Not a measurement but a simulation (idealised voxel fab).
Proc. module: voxel quadruple lines
Section shown: cut. Width: 190 nm. Cell size: 5 nm, square.
For the purposes of this document, a cross-section shall be understood as a grid of square cells, specified as bands listed in top-to-bottom order, each band consisting of one or more rows of cells. Heads up on the band format: heights come first, top then bottom, in nm. After that it's the materials left to right, each with its width in nm. A single material flagged "everywhere" fills the whole band edge to edge, and "blank" means there's empty space there. Heights are measured from 0, the level below which the as-received wafer is all one material; the lowest band has no bottom and continues downward, written as in "0 and below". The notation "30..40" denotes a width that varies across the rows of cells in the band, beginning at the first number in the top row, finishing at the second number in the bottom row, and changing by an identical amount from each row to the next. Take "no change" at face value: in the step it is given for, the cross-section changed in none of its cells. "Completely enclosed voids" specifies each empty space that is not open to the top and that occupies no fewer than 8 cells, using the form width x height at distance, the distance measured from the left edge and all three quantities in nm. Read whatever lies past the settings on a step's line as the simulator's own remark about the step. For masked steps, "overlay nm" on the step line gives how far right of plan the mask actually lay; a minus sign means it lay to the left. In what follows, pairs of cross-sections are presented, each taken before and after one process step, with the after cross-section shown only down to the lowest band that was altered; the step, together with its settings, is stated below the pair. The pairs may stem from different runs of this module on the same starting wafer; accordingly, a pair should be taken as continuing from the one above it solely where its entry headed "Pre-process cross-section" indicates as much.

**Pre-process cross-section**
* 75 down to 65 = blank=45 / SiO2=45 / blank=15 / SiO2=45 / blank=40
* 65 down to 50 = blank=45 / SiO2=10 / aC=25 / SiO2=10 / blank=15 / SiO2=10 / aC=25 / SiO2=10 / blank=40
* 50 down to 40 = SiO2=55 / aC=25 / SiO2=35 / aC=25 / SiO2=50
* 40 down to 25 = polySi everywhere
* 25 down to 10 = W everywhere
* 10 down to 0 = SiO2 everywhere
* 0 and below = Si everywhere
* Completely enclosed voids: none

**State After Step**
* 65 down to 40 = blank=45 / SiO2=10 / aC=25 / SiO2=10 / blank=15 / SiO2=10 / aC=25 / SiO2=10 / blank=40
* Nothing below the height 40 has changed.
* Completely enclosed voids: none
Which operation lies between the before and after views above? DIRECTIONAL_ETCH (etch materials SiO2; depth nm 10)

Pre-process cross-section: the cross-section after the pair above

**State After Step**
* 65 down to 40 = blank=45 / SiO2=10 / blank=25 / SiO2=10 / blank=15 / SiO2=10 / blank=25 / SiO2=10 / blank=40
* Nothing below the height 40 has changed.
* Completely enclosed voids: none
Which operation lies between the before and after views above? STRIP (etch materials aC)

Pre-process cross-section: the cross-section after the pair above

**State After Step**
* 65 down to 40 = blank=45 / SiO2=10 / blank=25 / SiO2=10 / blank=15 / SiO2=10 / blank=25 / SiO2=10 / blank=40
* 40 down to 25 = blank=45 / polySi=10 / blank=25 / polySi=10 / blank=15 / polySi=10 / blank=25 / polySi=10 / blank=40
* Nothing below the height 25 has changed.
* Completely enclosed voids: none
Which operation lies between the before and after views above? DIRECTIONAL_ETCH (etch materials polySi; depth nm 15)

Pre-process cross-section: the cross-section after the pair above

**State After Step**
* 40 down to 25 = blank=45 / polySi=10 / blank=25 / polySi=10 / blank=15 / polySi=10 / blank=25 / polySi=10 / blank=40
* Nothing below the height 25 has changed.
* Completely enclosed voids: none
Which operation lies between the before and after views above? STRIP (etch materials SiO2)

Pre-process cross-section: the cross-section after the pair above

**State After Step**
* 45 down to 40 = blank=40 / SiCN=20 / blank=15 / SiCN=20 / blank=5 / SiCN=20 / blank=15 / SiCN=20 / blank=35
* 40 down to 30 = blank=40 / SiCN=5 / polySi=10 / SiCN=5 / blank=15 / SiCN=5 / polySi=10 / SiCN=5 / blank=5 / SiCN=5 / polySi=10 / SiCN=5 / blank=15 / SiCN=5 / polySi=10 / SiCN=5 / blank=35
* 30 down to 25 = SiCN=45 / polySi=10 / SiCN=25 / polySi=10 / SiCN=15 / polySi=10 / SiCN=25 / polySi=10 / SiCN=40
* Nothing below the height 25 has changed.
* Completely enclosed voids: none
Which operation lies between the before and after views above? CONFORMAL_DEP (material SiCN; thk nm 5)

Pre-process cross-section: the cross-section after the pair above

**State After Step**
* 40 down to 25 = blank=40 / SiCN=5 / polySi=10 / SiCN=5 / blank=15 / SiCN=5 / polySi=10 / SiCN=5 / blank=5 / SiCN=5 / polySi=10 / SiCN=5 / blank=15 / SiCN=5 / polySi=10 / SiCN=5 / blank=35
* Nothing below the height 25 has changed.
* Completely enclosed voids: none
Which operation lies between the before and after views above? DIRECTIONAL_ETCH (etch materials SiCN; depth nm 5)

Pre-process cross-section: the cross-section after the pair above

**State After Step**
* 40 down to 25 = blank=40 / SiCN=5 / blank=10 / SiCN=5 / blank=15 / SiCN=5 / blank=10 / SiCN=5 / blank=5 / SiCN=5 / blank=10 / SiCN=5 / blank=15 / SiCN=5 / blank=10 / SiCN=5 / blank=35
* Nothing below the height 25 has changed.
* Completely enclosed voids: none
Which operation lies between the before and after views above? STRIP (etch materials polySi)

Pre-process cross-section: the cross-section after the pair above

**State After Step**
* 40 down to 25 = blank=40 / SiCN=5 / blank=10 / SiCN=5 / blank=15 / SiCN=5 / blank=10 / SiCN=5 / blank=5 / SiCN=5 / blank=10 / SiCN=5 / blank=15 / SiCN=5 / blank=10 / SiCN=5 / blank=35
* 25 down to 10 = blank=40 / W=5 / blank=10 / W=5 / blank=15 / W=5 / blank=10 / W=5 / blank=5 / W=5 / blank=10 / W=5 / blank=15 / W=5 / blank=10 / W=5 / blank=35
* Nothing below the height 10 has changed.
* Completely enclosed voids: none
Which operation lies between the before and after views above? DIRECTIONAL_ETCH (etch materials W; depth nm 15)

Pre-process cross-section: the cross-section after the pair above

**State After Step**
* 25 down to 10 = blank=40 / W=5 / blank=10 / W=5 / blank=15 / W=5 / blank=10 / W=5 / blank=5 / W=5 / blank=10 / W=5 / blank=15 / W=5 / blank=10 / W=5 / blank=35
* Nothing below the height 10 has changed.
* Completely enclosed voids: none
Which operation lies between the before and after views above? STRIP (etch materials SiCN)

**Pre-process cross-section**
* 65 down to 40 = aC everywhere
* 40 down to 25 = polySi everywhere
* 25 down to 10 = W everywhere
* 10 down to 0 = SiO2 everywhere
* 0 and below = Si everywhere
* Completely enclosed voids: none

**State After Step**
* 95 down to 65 = blank=65 / resist=20 / blank=40 / resist=20 / blank=45
* Nothing below the height 65 has changed.
* Completely enclosed voids: none
Which operation lies between the before and after views above? PATTERN (tone cover; mask id MANDREL; material resist; width nm 20; pitch nm 60; thk nm 30; overlay nm 10)

Pre-process cross-section: the cross-section after the pair above

**State After Step**
* 70 down to 65 = blank=65 / resist=20 / blank=40 / resist=20 / blank=45
* 65 down to 40 = blank=65 / aC=20 / blank=40 / aC=20 / blank=45
* Nothing below the height 40 has changed.
* Completely enclosed voids: none
Which operation lies between the before and after views above? DIRECTIONAL_ETCH (etch materials aC; depth nm 25)

Pre-process cross-section: the cross-section after the pair above

**State After Step**
* 65 down to 40 = blank=65 / aC=20 / blank=40 / aC=20 / blank=45
* Nothing below the height 40 has changed.
* Completely enclosed voids: none
Which operation lies between the before and after views above? STRIP (etch materials resist)

Pre-process cross-section: the cross-section after the pair above

**State After Step**
* 75 down to 65 = blank=55 / SiO2=40 / blank=20 / SiO2=40 / blank=35
* 65 down to 50 = blank=55 / SiO2=10 / aC=20 / SiO2=10 / blank=20 / SiO2=10 / aC=20 / SiO2=10 / blank=35
* 50 down to 40 = SiO2=65 / aC=20 / SiO2=40 / aC=20 / SiO2=45
* Nothing below the height 40 has changed.
* Completely enclosed voids: none
Which operation lies between the before and after views above? CONFORMAL_DEP (material SiO2; thk nm 10)

Pre-process cross-section: the cross-section after the pair above

**State After Step**
* 65 down to 40 = blank=55 / SiO2=10 / aC=20 / SiO2=10 / blank=20 / SiO2=10 / aC=20 / SiO2=10 / blank=35
* Nothing below the height 40 has changed.
* Completely enclosed voids: none
Which operation lies between the before and after views above? DIRECTIONAL_ETCH (etch materials SiO2; depth nm 10)

Pre-process cross-section: the cross-section after the pair above

**State After Step**
* 65 down to 40 = blank=55 / SiO2=10 / blank=20 / SiO2=10 / blank=20 / SiO2=10 / blank=20 / SiO2=10 / blank=35
* Nothing below the height 40 has changed.
* Completely enclosed voids: none
Which operation lies between the before and after views above? STRIP (etch materials aC)

Pre-process cross-section: the cross-section after the pair above

**State After Step**
* 65 down to 40 = blank=55 / SiO2=10 / blank=20 / SiO2=10 / blank=20 / SiO2=10 / blank=20 / SiO2=10 / blank=35
* 40 down to 25 = blank=55 / polySi=10 / blank=20 / polySi=10 / blank=20 / polySi=10 / blank=20 / polySi=10 / blank=35
* Nothing below the height 25 has changed.
* Completely enclosed voids: none
Which operation lies between the before and after views above? DIRECTIONAL_ETCH (etch materials polySi; depth nm 15)

Pre-process cross-section: the cross-section after the pair above

**State After Step**
* 40 down to 25 = blank=55 / polySi=10 / blank=20 / polySi=10 / blank=20 / polySi=10 / blank=20 / polySi=10 / blank=35
* Nothing below the height 25 has changed.
* Completely enclosed voids: none
Which operation lies between the before and after views above? STRIP (etch materials SiO2)

Pre-process cross-section: the cross-section after the pair above

**State After Step**
* 45 down to 40 = blank=50 / SiCN=20 / blank=10 / SiCN=20 / blank=10 / SiCN=20 / blank=10 / SiCN=20 / blank=30
* 40 down to 30 = blank=50 / SiCN=5 / polySi=10 / SiCN=5 / blank=10 / SiCN=5 / polySi=10 / SiCN=5 / blank=10 / SiCN=5 / polySi=10 / SiCN=5 / blank=10 / SiCN=5 / polySi=10 / SiCN=5 / blank=30
* 30 down to 25 = SiCN=55 / polySi=10 / SiCN=20 / polySi=10 / SiCN=20 / polySi=10 / SiCN=20 / polySi=10 / SiCN=35
* Nothing below the height 25 has changed.
* Completely enclosed voids: none
Which operation lies between the before and after views above? CONFORMAL_DEP (material SiCN; thk nm 5)

Pre-process cross-section: the cross-section after the pair above

**State After Step**
* 40 down to 25 = blank=50 / SiCN=5 / polySi=10 / SiCN=5 / blank=10 / SiCN=5 / polySi=10 / SiCN=5 / blank=10 / SiCN=5 / polySi=10 / SiCN=5 / blank=10 / SiCN=5 / polySi=10 / SiCN=5 / blank=30
* Nothing below the height 25 has changed.
* Completely enclosed voids: none
Which operation lies between the before and after views above? DIRECTIONAL_ETCH (etch materials SiCN; depth nm 5)

Pre-process cross-section: the cross-section after the pair above

**State After Step**
* 40 down to 25 = blank=50 / SiCN=5 / blank=10 / SiCN=5 / blank=10 / SiCN=5 / blank=10 / SiCN=5 / blank=10 / SiCN=5 / blank=10 / SiCN=5 / blank=10 / SiCN=5 / blank=10 / SiCN=5 / blank=30
* Nothing below the height 25 has changed.
* Completely enclosed voids: none
Which operation lies between the before and after views above? STRIP (etch materials polySi)

Pre-process cross-section: the cross-section after the pair above

**State After Step**
* 40 down to 25 = blank=50 / SiCN=5 / blank=10 / SiCN=5 / blank=10 / SiCN=5 / blank=10 / SiCN=5 / blank=10 / SiCN=5 / blank=10 / SiCN=5 / blank=10 / SiCN=5 / blank=10 / SiCN=5 / blank=30
* 25 down to 10 = blank=50 / W=5 / blank=10 / W=5 / blank=10 / W=5 / blank=10 / W=5 / blank=10 / W=5 / blank=10 / W=5 / blank=10 / W=5 / blank=10 / W=5 / blank=30
* Nothing below the height 10 has changed.
* Completely enclosed voids: none
Which operation lies between the before and after views above? DIRECTIONAL_ETCH (etch materials W; depth nm 15)

Pre-process cross-section: the cross-section after the pair above

**State After Step**
* 25 down to 10 = blank=50 / W=5 / blank=10 / W=5 / blank=10 / W=5 / blank=10 / W=5 / blank=10 / W=5 / blank=10 / W=5 / blank=10 / W=5 / blank=10 / W=5 / blank=30
* Nothing below the height 10 has changed.
* Completely enclosed voids: none
Which operation lies between the before and after views above? STRIP (etch materials SiCN)

**Pre-process cross-section**
* 0 and below = Si everywhere
* Completely enclosed voids: none

**State After Step**
* 10 down to 0 = W everywhere
* Nothing below the height 0 has changed.
* Completely enclosed voids: none
Which operation lies between the before and after views above? CONFORMAL_DEP (material W; thk nm 10)

Pre-process cross-section: the cross-section after the pair above

**State After Step**
* 25 down to 0 = W everywhere
* Nothing below the height 0 has changed.
* Completely enclosed voids: none
Which operation lies between the before and after views above? DIRECTIONAL_DEP (material W; thk nm 15)

Pre-process cross-section: the cross-section after the pair above

**State After Step**
* 40 down to 25 = polySi everywhere
* Nothing below the height 25 has changed.
* Completely enclosed voids: none
Which operation lies between the before and after views above? DIRECTIONAL_DEP (material polySi; thk nm 15)

Pre-process cross-section: the cross-section after the pair above

**State After Step**
* 65 down to 40 = aC everywhere
* Nothing below the height 40 has changed.
* Completely enclosed voids: none
Which operation lies between the before and after views above? DIRECTIONAL_DEP (material aC; thk nm 25)

Pre-process cross-section: the cross-section after the pair above

**State After Step**
* 95 down to 65 = blank=55 / resist=20 / blank=40 / resist=20 / blank=55
* Nothing below the height 65 has changed.
* Completely enclosed voids: none
Which operation lies between the before and after views above? PATTERN (tone cover; mask id MANDREL; material resist; width nm 20; pitch nm 60; thk nm 30; overlay nm 0)

Pre-process cross-section: the cross-section after the pair above

**State After Step**
* 70 down to 65 = blank=55 / resist=20 / blank=40 / resist=20 / blank=55
* 65 down to 40 = blank=55 / aC=20 / blank=40 / aC=20 / blank=55
* Nothing below the height 40 has changed.
* Completely enclosed voids: none
Which operation lies between the before and after views above? DIRECTIONAL_ETCH (etch materials aC; depth nm 25)

Pre-process cross-section: the cross-section after the pair above

**State After Step**
* 65 down to 40 = blank=55 / aC=20 / blank=40 / aC=20 / blank=55
* Nothing below the height 40 has changed.
* Completely enclosed voids: none
Which operation lies between the before and after views above? STRIP (etch materials resist)

Pre-process cross-section: the cross-section after the pair above

**State After Step**
* 75 down to 65 = blank=45 / SiO2=40 / blank=20 / SiO2=40 / blank=45
* 65 down to 50 = blank=45 / SiO2=10 / aC=20 / SiO2=10 / blank=20 / SiO2=10 / aC=20 / SiO2=10 / blank=45
* 50 down to 40 = SiO2=55 / aC=20 / SiO2=40 / aC=20 / SiO2=55
* Nothing below the height 40 has changed.
* Completely enclosed voids: none
Which operation lies between the before and after views above? CONFORMAL_DEP (material SiO2; thk nm 10)

Pre-process cross-section: the cross-section after the pair above

**State After Step**
* 65 down to 40 = blank=45 / SiO2=10 / aC=20 / SiO2=10 / blank=20 / SiO2=10 / aC=20 / SiO2=10 / blank=45
* Nothing below the height 40 has changed.
* Completely enclosed voids: none
Which operation lies between the before and after views above? DIRECTIONAL_ETCH (etch materials SiO2; depth nm 10)

Pre-process cross-section: the cross-section after the pair above

**State After Step**
* 65 down to 40 = blank=45 / SiO2=10 / blank=20 / SiO2=10 / blank=20 / SiO2=10 / blank=20 / SiO2=10 / blank=45
* Nothing below the height 40 has changed.
* Completely enclosed voids: none
Which operation lies between the before and after views above? STRIP (etch materials aC)

Pre-process cross-section: the cross-section after the pair above

**State After Step**
* 65 down to 40 = blank=45 / SiO2=10 / blank=20 / SiO2=10 / blank=20 / SiO2=10 / blank=20 / SiO2=10 / blank=45
* 40 down to 25 = blank=45 / polySi=10 / blank=20 / polySi=10 / blank=20 / polySi=10 / blank=20 / polySi=10 / blank=45
* Nothing below the height 25 has changed.
* Completely enclosed voids: none
Which operation lies between the before and after views above? DIRECTIONAL_ETCH (etch materials polySi; depth nm 15)

Pre-process cross-section: the cross-section after the pair above

**State After Step**
* 40 down to 25 = blank=45 / polySi=10 / blank=20 / polySi=10 / blank=20 / polySi=10 / blank=20 / polySi=10 / blank=45
* Nothing below the height 25 has changed.
* Completely enclosed voids: none
Which operation lies between the before and after views above? STRIP (etch materials SiO2)

Pre-process cross-section: the cross-section after the pair above

**State After Step**
* 45 down to 40 = blank=40 / SiCN=20 / blank=10 / SiCN=20 / blank=10 / SiCN=20 / blank=10 / SiCN=20 / blank=40
* 40 down to 30 = blank=40 / SiCN=5 / polySi=10 / SiCN=5 / blank=10 / SiCN=5 / polySi=10 / SiCN=5 / blank=10 / SiCN=5 / polySi=10 / SiCN=5 / blank=10 / SiCN=5 / polySi=10 / SiCN=5 / blank=40
* 30 down to 25 = SiCN=45 / polySi=10 / SiCN=20 / polySi=10 / SiCN=20 / polySi=10 / SiCN=20 / polySi=10 / SiCN=45
* Nothing below the height 25 has changed.
* Completely enclosed voids: none
Which operation lies between the before and after views above? CONFORMAL_DEP (material SiCN; thk nm 5)

Pre-process cross-section: the cross-section after the pair above

**State After Step**
* 40 down to 25 = blank=40 / SiCN=5 / polySi=10 / SiCN=5 / blank=10 / SiCN=5 / polySi=10 / SiCN=5 / blank=10 / SiCN=5 / polySi=10 / SiCN=5 / blank=10 / SiCN=5 / polySi=10 / SiCN=5 / blank=40
* Nothing below the height 25 has changed.
* Completely enclosed voids: none
Which operation lies between the before and after views above? DIRECTIONAL_ETCH (etch materials SiCN; depth nm 5)

Pre-process cross-section: the cross-section after the pair above

**State After Step**
* 40 down to 25 = blank=40 / SiCN=5 / blank=10 / SiCN=5 / blank=10 / SiCN=5 / blank=10 / SiCN=5 / blank=10 / SiCN=5 / blank=10 / SiCN=5 / blank=10 / SiCN=5 / blank=10 / SiCN=5 / blank=40
* Nothing below the height 25 has changed.
* Completely enclosed voids: none
Which operation lies between the before and after views above? STRIP (etch materials polySi)

Pre-process cross-section: the cross-section after the pair above

**State After Step**
* 40 down to 25 = blank=40 / SiCN=5 / blank=10 / SiCN=5 / blank=10 / SiCN=5 / blank=10 / SiCN=5 / blank=10 / SiCN=5 / blank=10 / SiCN=5 / blank=10 / SiCN=5 / blank=10 / SiCN=5 / blank=40
* 25 down to 10 = blank=40 / W=5 / blank=10 / W=5 / blank=10 / W=5 / blank=10 / W=5 / blank=10 / W=5 / blank=10 / W=5 / blank=10 / W=5 / blank=10 / W=5 / blank=40
* Nothing below the height 10 has changed.
* Completely enclosed voids: none
Which operation lies between the before and after views above? DIRECTIONAL_ETCH (etch materials W; depth nm 15)

Pre-process cross-section: the cross-section after the pair above

**State After Step**
* 25 down to 10 = blank=40 / W=5 / blank=10 / W=5 / blank=10 / W=5 / blank=10 / W=5 / blank=10 / W=5 / blank=10 / W=5 / blank=10 / W=5 / blank=10 / W=5 / blank=40
* Nothing below the height 10 has changed.
* Completely enclosed voids: none
Which operation lies between the before and after views above? STRIP (etch materials SiCN)

**Pre-process cross-section**
* 65 down to 40 = aC everywhere
* 40 down to 25 = polySi everywhere
* 25 down to 10 = W everywhere
* 10 down to 0 = SiO2 everywhere
* 0 and below = Si everywhere
* Completely enclosed voids: none

**State After Step**
* 95 down to 65 = resist=55 / blank=20 / resist=40 / blank=20 / resist=55
* Nothing below the height 65 has changed.
* Completely enclosed voids: none
Which operation lies between the before and after views above? PATTERN (tone open; mask id MANDREL; material resist; width nm 20; pitch nm 60; thk nm 30; overlay nm 0)

Pre-process cross-section: the cross-section after the pair above

**State After Step**
* 70 down to 65 = resist=55 / blank=20 / resist=40 / blank=20 / resist=55
* 65 down to 40 = aC=55 / blank=20 / aC=40 / blank=20 / aC=55
* Nothing below the height 40 has changed.
* Completely enclosed voids: none
Which operation lies between the before and after views above? DIRECTIONAL_ETCH (etch materials aC; depth nm 25)

Pre-process cross-section: the cross-section after the pair above

**State After Step**
* 65 down to 40 = aC=55 / blank=20 / aC=40 / blank=20 / aC=55
* Nothing below the height 40 has changed.
* Completely enclosed voids: none
Which operation lies between the before and after views above? STRIP (etch materials resist)

Pre-process cross-section: the cross-section after the pair above

**State After Step**
* 75 down to 65 = SiO2 everywhere
* 65 down to 40 = aC=55 / SiO2=20 / aC=40 / SiO2=20 / aC=55
* Nothing below the height 40 has changed.
* Completely enclosed voids: none
Which operation lies between the before and after views above? CONFORMAL_DEP (material SiO2; thk nm 10)

Pre-process cross-section: the cross-section after the pair above

**State After Step**
* 65 down to 40 = aC=55 / SiO2=20 / aC=40 / SiO2=20 / aC=55
* Nothing below the height 40 has changed.
* Completely enclosed voids: none
Which operation lies between the before and after views above? DIRECTIONAL_ETCH (etch materials SiO2; depth nm 10)

Pre-process cross-section: the cross-section after the pair above

**State After Step**
* 65 down to 40 = blank=55 / SiO2=20 / blank=40 / SiO2=20 / blank=55
* Nothing below the height 40 has changed.
* Completely enclosed voids: none
Which operation lies between the before and after views above? STRIP (etch materials aC)

Pre-process cross-section: the cross-section after the pair above

**State After Step**
* 65 down to 40 = blank=55 / SiO2=20 / blank=40 / SiO2=20 / blank=55
* 40 down to 25 = blank=55 / polySi=20 / blank=40 / polySi=20 / blank=55
* Nothing below the height 25 has changed.
* Completely enclosed voids: none
Which operation lies between the before and after views above? DIRECTIONAL_ETCH (etch materials polySi; depth nm 15)

Pre-process cross-section: the cross-section after the pair above

**State After Step**
* 40 down to 25 = blank=55 / polySi=20 / blank=40 / polySi=20 / blank=55
* Nothing below the height 25 has changed.
* Completely enclosed voids: none
Which operation lies between the before and after views above? STRIP (etch materials SiO2)

Pre-process cross-section: the cross-section after the pair above

**State After Step**
* 45 down to 40 = blank=50 / SiCN=30 / blank=30 / SiCN=30 / blank=50
* 40 down to 30 = blank=50 / SiCN=5 / polySi=20 / SiCN=5 / blank=30 / SiCN=5 / polySi=20 / SiCN=5 / blank=50
* 30 down to 25 = SiCN=55 / polySi=20 / SiCN=40 / polySi=20 / SiCN=55
* Nothing below the height 25 has changed.
* Completely enclosed voids: none
Which operation lies between the before and after views above? CONFORMAL_DEP (material SiCN; thk nm 5)

Pre-process cross-section: the cross-section after the pair above

**State After Step**
* 40 down to 25 = blank=50 / SiCN=5 / polySi=20 / SiCN=5 / blank=30 / SiCN=5 / polySi=20 / SiCN=5 / blank=50
* Nothing below the height 25 has changed.
* Completely enclosed voids: none
Which operation lies between the before and after views above? DIRECTIONAL_ETCH (etch materials SiCN; depth nm 5)

Pre-process cross-section: the cross-section after the pair above

**State After Step**
* 40 down to 25 = blank=50 / SiCN=5 / blank=20 / SiCN=5 / blank=30 / SiCN=5 / blank=20 / SiCN=5 / blank=50
* Nothing below the height 25 has changed.
* Completely enclosed voids: none
Which operation lies between the before and after views above? STRIP (etch materials polySi)

Pre-process cross-section: the cross-section after the pair above

**State After Step**
* 40 down to 25 = blank=50 / SiCN=5 / blank=20 / SiCN=5 / blank=30 / SiCN=5 / blank=20 / SiCN=5 / blank=50
* 25 down to 10 = blank=50 / W=5 / blank=20 / W=5 / blank=30 / W=5 / blank=20 / W=5 / blank=50
* Nothing below the height 10 has changed.
* Completely enclosed voids: none
Which operation lies between the before and after views above? DIRECTIONAL_ETCH (etch materials W; depth nm 15)

Pre-process cross-section: the cross-section after the pair above

**State After Step**
* 25 down to 10 = blank=50 / W=5 / blank=20 / W=5 / blank=30 / W=5 / blank=20 / W=5 / blank=50
* Nothing below the height 10 has changed.
* Completely enclosed voids: none
Which operation lies between the before and after views above? STRIP (etch materials SiCN)
